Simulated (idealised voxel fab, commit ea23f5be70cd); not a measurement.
Documented hereafter: the process module known as voxel gate over fins.
Cross-section cut spans 275 nm and uses square cells 5 nm in size.
In this document a cross-section is written as a grid of square cells. It is given as a series of bands, listed from the top down, and a band is one or more rows of cells.
Heights first: top, then bottom, in nm. Then materials, left to right, each with a width in nm. "throughout" on a single material: fills the band edge to edge. "blank": empty space.
We count height from 0. Below that, the starting wafer is all one material. The lowest band never ends at the bottom but goes on down; see "from 0 down" for how that is written.
A width such as "30->40" changes by the same amount from each row of cells to the next, from the band's top row to its bottom row.
"no modification" (step): cross-section cells unchanged, all of them.
The entry "Fully sealed cavities" lists the empty spaces that cover at least 8 cells and have no open path to the top. Each is written as width x height at distance, where the distance is measured from the left edge and all three values are in nm.
That trailing text on a step's line, after the settings, is the simulator's own remark on the step.
The "overlay nm" setting may appear on a step's line; for a step that uses a mask, it gives how far to the right of its planned position the mask lay, and a negative value indicates the left.
List of planned process steps:
1. RECEIVE: material Si
2. CONFORMAL_DEP: material SiN, thk nm 10
3. DIRECTIONAL_DEP: material aC, thk nm 10
4. PATTERN: tone cover, mask id FINS, material resist, width nm 15, pitch nm 55, thk nm 25, overlay nm 0
5. DIRECTIONAL_ETCH: etch materials aC, depth nm 10
6. STRIP: etch materials resist
7. DIRECTIONAL_ETCH: etch materials SiN, depth nm 10
8. DIRECTIONAL_ETCH: etch materials Si, depth nm 40
9. STRIP: etch materials aC
10. OXIDIZE: depth nm 5
11. FILL_DEP: material SiO2, thk nm 5
12. CMP: height nm 10
13. PATTERN: tone open, mask id RAIL, material resist, width nm 15, thk nm 15, overlay nm 0
14. DIRECTIONAL_ETCH: etch materials SiO2, depth nm 45
15. STRIP: etch materials resist
16. CONFORMAL_DEP: material TiN, thk nm 5
17. FILL_DEP: material W, thk nm 10
18. CMP: height nm 10
19. SELECTIVE_ETCH: etch materials W Ru TiN, depth nm 30
20. FILL_DEP: material SiO2, thk nm 5
21. CMP: height nm 10
22. SELECTIVE_ETCH: etch materials SiO2, depth nm 25
23. STRIP: etch materials SiN
24. CONFORMAL_DEP: material HfO2, thk nm 5
25. CONFORMAL_DEP: material TiN, thk nm 5
26. CONFORMAL_DEP: material TiAl, thk nm 5
27. CONFORMAL_DEP: material TiN, thk nm 5
28. FILL_DEP: material W, thk nm 10
29. CMP: height nm 25
30. CONFORMAL_DEP: material SiN, thk nm 5
The following pertains to the first of two wafers, which was processed as planned:
As-received wafer cross-section (after step 1):
- from 0 down | Si throughout
- Fully sealed cavities: none
The wafer in cross-section once step 2 is complete:
- from 10 to 0 | SiN throughout
- Under the height 0 nothing was changed.
The wafer in cross-section once step 3 is complete:
- from 20 to 10 | aC throughout
- Under the height 10 nothing was changed.
The wafer in cross-section once step 4 is complete:
- from 45 to 20 | blank (75), then resist (15), then blank (40), then resist (15), then blank (40), then resist (15), then blank (75)
- Under the height 20 nothing was changed.
The wafer in cross-section once step 5 is complete:
- from 35 to 20 | blank (75), then resist (15), then blank (40), then resist (15), then blank (40), then resist (15), then blank (75)
- from 20 to 10 | blank (75), then aC (15), then blank (40), then aC (15), then blank (40), then aC (15), then blank (75)
- Under the height 10 nothing was changed.
The wafer in cross-section once step 6 is complete:
- from 20 to 10 | blank (75), then aC (15), then blank (40), then aC (15), then blank (40), then aC (15), then blank (75)
- Under the height 10 nothing was changed.
The wafer in cross-section once step 7 is complete:
- from 20 to 10 | blank (75), then aC (15), then blank (40), then aC (15), then blank (40), then aC (15), then blank (75)
- from 10 to 0 | blank (75), then SiN (15), then blank (40), then SiN (15), then blank (40), then SiN (15), then blank (75)
- Under the height 0 nothing was changed.
The wafer in cross-section once step 8 is complete:
- from 20 to 10 | blank (75), then aC (15), then blank (40), then aC (15), then blank (40), then aC (15), then blank (75)
- from 10 to 0 | blank (75), then SiN (15), then blank (40), then SiN (15), then blank (40), then SiN (15), then blank (75)
- from 0 to -40 | blank (75), then Si (15), then blank (40), then Si (15), then blank (40), then Si (15), then blank (75)
- Under the height -40 nothing was changed.
The wafer in cross-section once step 9 is complete:
- from 10 to 0 | blank (75), then SiN (15), then blank (40), then SiN (15), then blank (40), then SiN (15), then blank (75)
- Under the height 0 nothing was changed.
The wafer in cross-section once step 10 is complete:
- from 10 to 0 | blank (75), then SiN (15), then blank (40), then SiN (15), then blank (40), then SiN (15), then blank (75)
- from 0 to -40 | blank (75), then SiO2 (5), then Si (5), then SiO2 (5), then blank (40), then SiO2 (5), then Si (5), then SiO2 (5), then blank (40), then SiO2 (5), then Si (5), then SiO2 (5), then blank (75)
- from -40 to -45 | SiO2 (80), then Si (5), then SiO2 (50), then Si (5), then SiO2 (50), then Si (5), then SiO2 (80)
- Under the height -45 nothing was changed.
The wafer in cross-section once step 11 is complete:
- from 15 to 10 | SiO2 throughout
- from 10 to 0 | SiO2 (75), then SiN (15), then SiO2 (40), then SiN (15), then SiO2 (40), then SiN (15), then SiO2 (75)
- from 0 to -45 | SiO2 (80), then Si (5), then SiO2 (50), then Si (5), then SiO2 (50), then Si (5), then SiO2 (80)
- Under the height -45 nothing was changed.
The wafer in cross-section once step 12 is complete:
- from 10 to 0 | SiO2 (75), then SiN (15), then SiO2 (40), then SiN (15), then SiO2 (40), then SiN (15), then SiO2 (75)
- Under the height 0 nothing was changed.
The wafer in cross-section once step 13 is complete:
- from 25 to 10 | resist (100), then blank (15), then resist (160)
- Under the height 10 nothing was changed.
The wafer in cross-section once step 14 is complete:
- from 25 to 10 | resist (100), then blank (15), then resist (160)
- from 10 to 0 | SiO2 (75), then SiN (15), then SiO2 (10), then blank (15), then SiO2 (15), then SiN (15), then SiO2 (40), then SiN (15), then SiO2 (75)
- from 0 to -35 | SiO2 (80), then Si (5), then SiO2 (15), then blank (15), then SiO2 (20), then Si (5), then SiO2 (50), then Si (5), then SiO2 (80)
- Under the height -35 nothing was changed.
The wafer in cross-section once step 15 is complete:
- from 10 to 0 | SiO2 (75), then SiN (15), then SiO2 (10), then blank (15), then SiO2 (15), then SiN (15), then SiO2 (40), then SiN (15), then SiO2 (75)
- Under the height 0 nothing was changed.
The wafer in cross-section once step 16 is complete:
- from 15 to 10 | TiN (105), then blank (5), then TiN (165)
- from 10 to 0 | SiO2 (75), then SiN (15), then SiO2 (10), then TiN (5), then blank (5), then TiN (5), then SiO2 (15), then SiN (15), then SiO2 (40), then SiN (15), then SiO2 (75)
- from 0 to -30 | SiO2 (80), then Si (5), then SiO2 (15), then TiN (5), then blank (5), then TiN (5), then SiO2 (20), then Si (5), then SiO2 (50), then Si (5), then SiO2 (80)
- from -30 to -35 | SiO2 (80), then Si (5), then SiO2 (15), then TiN (15), then SiO2 (20), then Si (5), then SiO2 (50), then Si (5), then SiO2 (80)
- Under the height -35 nothing was changed.
The wafer in cross-section once step 17 is complete:
- from 25 to 15 | W throughout
- from 15 to 10 | TiN (105), then W (5), then TiN (165)
- from 10 to 0 | SiO2 (75), then SiN (15), then SiO2 (10), then TiN (5), then W (5), then TiN (5), then SiO2 (15), then SiN (15), then SiO2 (40), then SiN (15), then SiO2 (75)
- from 0 to -30 | SiO2 (80), then Si (5), then SiO2 (15), then TiN (5), then W (5), then TiN (5), then SiO2 (20), then Si (5), then SiO2 (50), then Si (5), then SiO2 (80)
- Under the height -30 nothing was changed.
The wafer in cross-section once step 18 is complete:
- from 10 to 0 | SiO2 (75), then SiN (15), then SiO2 (10), then TiN (5), then W (5), then TiN (5), then SiO2 (15), then SiN (15), then SiO2 (40), then SiN (15), then SiO2 (75)
- Under the height 0 nothing was changed.
The wafer in cross-section once step 19 is complete:
- from 10 to 0 | SiO2 (75), then SiN (15), then SiO2 (10), then blank (15), then SiO2 (15), then SiN (15), then SiO2 (40), then SiN (15), then SiO2 (75)
- from 0 to -20 | SiO2 (80), then Si (5), then SiO2 (15), then blank (15), then SiO2 (20), then Si (5), then SiO2 (50), then Si (5), then SiO2 (80)
- Under the height -20 nothing was changed.
The wafer in cross-section once step 20 is complete:
- from 15 to 10 | SiO2 throughout
- from 10 to 0 | SiO2 (75), then SiN (15), then SiO2 (40), then SiN (15), then SiO2 (40), then SiN (15), then SiO2 (75)
- from 0 to -20 | SiO2 (80), then Si (5), then SiO2 (50), then Si (5), then SiO2 (50), then Si (5), then SiO2 (80)
- Under the height -20 nothing was changed.
The wafer in cross-section once step 21 is complete:
- from 10 to 0 | SiO2 (75), then SiN (15), then SiO2 (40), then SiN (15), then SiO2 (40), then SiN (15), then SiO2 (75)
- Under the height 0 nothing was changed.
The wafer in cross-section once step 22 is complete:
- from 10 to 0 | blank (75), then SiN (15), then blank (40), then SiN (15), then blank (40), then SiN (15), then blank (75)
- from 0 to -15 | blank (80), then Si (5), then blank (50), then Si (5), then blank (50), then Si (5), then blank (80)
- Under the height -15 nothing was changed.
The wafer in cross-section once step 23 is complete:
- from 0 to -15 | blank (80), then Si (5), then blank (50), then Si (5), then blank (50), then Si (5), then blank (80)
- Under the height -15 nothing was changed.
The wafer in cross-section once step 24 is complete:
- from 5 to 0 | blank (75), then HfO2 (15), then blank (40), then HfO2 (15), then blank (40), then HfO2 (15), then blank (75)
- from 0 to -10 | blank (75), then HfO2 (5), then Si (5), then HfO2 (5), then blank (40), then HfO2 (5), then Si (5), then HfO2 (5), then blank (40), then HfO2 (5), then Si (5), then HfO2 (5), then blank (75)
- from -10 to -15 | HfO2 (80), then Si (5), then HfO2 (50), then Si (5), then HfO2 (50), then Si (5), then HfO2 (80)
- Under the height -15 nothing was changed.
The wafer in cross-section once step 25 is complete:
- from 10 to 5 | blank (70), then TiN (25), then blank (30), then TiN (25), then blank (30), then TiN (25), then blank (70)
- from 5 to 0 | blank (70), then TiN (5), then HfO2 (15), then TiN (5), then blank (30), then TiN (5), then HfO2 (15), then TiN (5), then blank (30), then TiN (5), then HfO2 (15), then TiN (5), then blank (70)
- from 0 to -5 | blank (70), then TiN (5), then HfO2 (5), then Si (5), then HfO2 (5), then TiN (5), then blank (30), then TiN (5), then HfO2 (5), then Si (5), then HfO2 (5), then TiN (5), then blank (30), then TiN (5), then HfO2 (5), then Si (5), then HfO2 (5), then TiN (5), then blank (70)
- from -5 to -10 | TiN (75), then HfO2 (5), then Si (5), then HfO2 (5), then TiN (40), then HfO2 (5), then Si (5), then HfO2 (5), then TiN (40), then HfO2 (5), then Si (5), then HfO2 (5), then TiN (75)
- Under the height -10 nothing was changed.
The wafer in cross-section once step 26 is complete:
- from 15 to 10 | blank (65), then TiAl (35), then blank (20), then TiAl (35), then blank (20), then TiAl (35), then blank (65)
- from 10 to 5 | blank (65), then TiAl (5), then TiN (25), then TiAl (5), then blank (20), then TiAl (5), then TiN (25), then TiAl (5), then blank (20), then TiAl (5), then TiN (25), then TiAl (5), then blank (65)
- from 5 to 0 | blank (65), then TiAl (5), then TiN (5), then HfO2 (15), then TiN (5), then TiAl (5), then blank (20), then TiAl (5), then TiN (5), then HfO2 (15), then TiN (5), then TiAl (5), then blank (20), then TiAl (5), then TiN (5), then HfO2 (15), then TiN (5), then TiAl (5), then blank (65)
- from 0 to -5 | TiAl (70), then TiN (5), then HfO2 (5), then Si (5), then HfO2 (5), then TiN (5), then TiAl (30), then TiN (5), then HfO2 (5), then Si (5), then HfO2 (5), then TiN (5), then TiAl (30), then TiN (5), then HfO2 (5), then Si (5), then HfO2 (5), then TiN (5), then TiAl (70)
- Under the height -5 nothing was changed.
The wafer in cross-section once step 27 is complete:
- from 20 to 15 | blank (60), then TiN (45), then blank (10), then TiN (45), then blank (10), then TiN (45), then blank (60)
- from 15 to 10 | blank (60), then TiN (5), then TiAl (35), then TiN (5), then blank (10), then TiN (5), then TiAl (35), then TiN (5), then blank (10), then TiN (5), then TiAl (35), then TiN (5), then blank (60)
- from 10 to 5 | blank (60), then TiN (5), then TiAl (5), then TiN (25), then TiAl (5), then TiN (5), then blank (10), then TiN (5), then TiAl (5), then TiN (25), then TiAl (5), then TiN (5), then blank (10), then TiN (5), then TiAl (5), then TiN (25), then TiAl (5), then TiN (5), then blank (60)
- from 5 to 0 | TiN (65), then TiAl (5), then TiN (5), then HfO2 (15), then TiN (5), then TiAl (5), then TiN (20), then TiAl (5), then TiN (5), then HfO2 (15), then TiN (5), then TiAl (5), then TiN (20), then TiAl (5), then TiN (5), then HfO2 (15), then TiN (5), then TiAl (5), then TiN (65)
- Under the height 0 nothing was changed.
The wafer in cross-section once step 28 is complete:
- from 30 to 20 | W throughout
- from 20 to 15 | W (60), then TiN (45), then W (10), then TiN (45), then W (10), then TiN (45), then W (60)
- from 15 to 10 | W (60), then TiN (5), then TiAl (35), then TiN (5), then W (10), then TiN (5), then TiAl (35), then TiN (5), then W (10), then TiN (5), then TiAl (35), then TiN (5), then W (60)
- from 10 to 5 | W (60), then TiN (5), then TiAl (5), then TiN (25), then TiAl (5), then TiN (5), then W (10), then TiN (5), then TiAl (5), then TiN (25), then TiAl (5), then TiN (5), then W (10), then TiN (5), then TiAl (5), then TiN (25), then TiAl (5), then TiN (5), then W (60)
- Under the height 5 nothing was changed.
The wafer in cross-section once step 29 is complete:
- from 25 to 20 | W throughout
- Under the height 20 nothing was changed.
The wafer in cross-section once step 30 is complete:
- from 30 to 25 | SiN throughout
- Under the height 25 nothing was changed.
It is to be noted that the second wafer proceeded from the same initial state and according to the same plan as the first, although one mistake was committed in its execution; through step 23, inclusive, the two wafers share an identical history:
Cross-sectional view of the second wafer at the intended end time of process step 24:
- from 5 to 0 | blank (75), then TiN (15), then blank (40), then TiN (15), then blank (40), then TiN (15), then blank (75)
- from 0 to -10 | blank (75), then TiN (5), then Si (5), then TiN (5), then blank (40), then TiN (5), then Si (5), then TiN (5), then blank (40), then TiN (5), then Si (5), then TiN (5), then blank (75)
- from -10 to -15 | TiN (80), then Si (5), then TiN (50), then Si (5), then TiN (50), then Si (5), then TiN (80)
- Under the height -15 nothing was changed.
Cross-sectional view of the second wafer at the intended end time of process step 25:
- from 10 to 5 | blank (70), then HfO2 (25), then blank (30), then HfO2 (25), then blank (30), then HfO2 (25), then blank (70)
- from 5 to 0 | blank (70), then HfO2 (5), then TiN (15), then HfO2 (5), then blank (30), then HfO2 (5), then TiN (15), then HfO2 (5), then blank (30), then HfO2 (5), then TiN (15), then HfO2 (5), then blank (70)
- from 0 to -5 | blank (70), then HfO2 (5), then TiN (5), then Si (5), then TiN (5), then HfO2 (5), then blank (30), then HfO2 (5), then TiN (5), then Si (5), then TiN (5), then HfO2 (5), then blank (30), then HfO2 (5), then TiN (5), then Si (5), then TiN (5), then HfO2 (5), then blank (70)
- from -5 to -10 | HfO2 (75), then TiN (5), then Si (5), then TiN (5), then HfO2 (40), then TiN (5), then Si (5), then TiN (5), then HfO2 (40), then TiN (5), then Si (5), then TiN (5), then HfO2 (75)
- Under the height -10 nothing was changed.
Cross-sectional view of the second wafer at the intended end time of process step 26:
- from 15 to 10 | blank (65), then TiAl (35), then blank (20), then TiAl (35), then blank (20), then TiAl (35), then blank (65)
- from 10 to 5 | blank (65), then TiAl (5), then HfO2 (25), then TiAl (5), then blank (20), then TiAl (5), then HfO2 (25), then TiAl (5), then blank (20), then TiAl (5), then HfO2 (25), then TiAl (5), then blank (65)
- from 5 to 0 | blank (65), then TiAl (5), then HfO2 (5), then TiN (15), then HfO2 (5), then TiAl (5), then blank (20), then TiAl (5), then HfO2 (5), then TiN (15), then HfO2 (5), then TiAl (5), then blank (20), then TiAl (5), then HfO2 (5), then TiN (15), then HfO2 (5), then TiAl (5), then blank (65)
- from 0 to -5 | TiAl (70), then HfO2 (5), then TiN (5), then Si (5), then TiN (5), then HfO2 (5), then TiAl (30), then HfO2 (5), then TiN (5), then Si (5), then TiN (5), then HfO2 (5), then TiAl (30), then HfO2 (5), then TiN (5), then Si (5), then TiN (5), then HfO2 (5), then TiAl (70)
- Under the height -5 nothing was changed.
Cross-sectional view of the second wafer at the intended end time of process step 27:
- from 20 to 15 | blank (60), then TiN (45), then blank (10), then TiN (45), then blank (10), then TiN (45), then blank (60)
- from 15 to 10 | blank (60), then TiN (5), then TiAl (35), then TiN (5), then blank (10), then TiN (5), then TiAl (35), then TiN (5), then blank (10), then TiN (5), then TiAl (35), then TiN (5), then blank (60)
- from 10 to 5 | blank (60), then TiN (5), then TiAl (5), then HfO2 (25), then TiAl (5), then TiN (5), then blank (10), then TiN (5), then TiAl (5), then HfO2 (25), then TiAl (5), then TiN (5), then blank (10), then TiN (5), then TiAl (5), then HfO2 (25), then TiAl (5), then TiN (5), then blank (60)
- from 5 to 0 | TiN (65), then TiAl (5), then HfO2 (5), then TiN (15), then HfO2 (5), then TiAl (5), then TiN (20), then TiAl (5), then HfO2 (5), then TiN (15), then HfO2 (5), then TiAl (5), then TiN (20), then TiAl (5), then HfO2 (5), then TiN (15), then HfO2 (5), then TiAl (5), then TiN (65)
- Under the height 0 nothing was changed.
Cross-sectional view of the second wafer at the intended end time of process step 28:
- from 30 to 20 | W throughout
- from 20 to 15 | W (60), then TiN (45), then W (10), then TiN (45), then W (10), then TiN (45), then W (60)
- from 15 to 10 | W (60), then TiN (5), then TiAl (35), then TiN (5), then W (10), then TiN (5), then TiAl (35), then TiN (5), then W (10), then TiN (5), then TiAl (35), then TiN (5), then W (60)
- from 10 to 5 | W (60), then TiN (5), then TiAl (5), then HfO2 (25), then TiAl (5), then TiN (5), then W (10), then TiN (5), then TiAl (5), then HfO2 (25), then TiAl (5), then TiN (5), then W (10), then TiN (5), then TiAl (5), then HfO2 (25), then TiAl (5), then TiN (5), then W (60)
- Under the height 5 nothing was changed.
Cross-sectional view of the second wafer at the intended end time of process step 29:
- from 25 to 20 | W throughout
- Under the height 20 nothing was changed.
Cross-sectional view of the second wafer at the intended end time of process step 30:
- from 30 to 25 | SiN throughout
- Under the height 25 nothing was changed.
It is concluded that the wafer was processed incorrectly with respect to the plan, in that steps 24 and 25 swapped
Tallied in cells, the final second wafer holds each material in the same quantity as the first, although not at the same places.
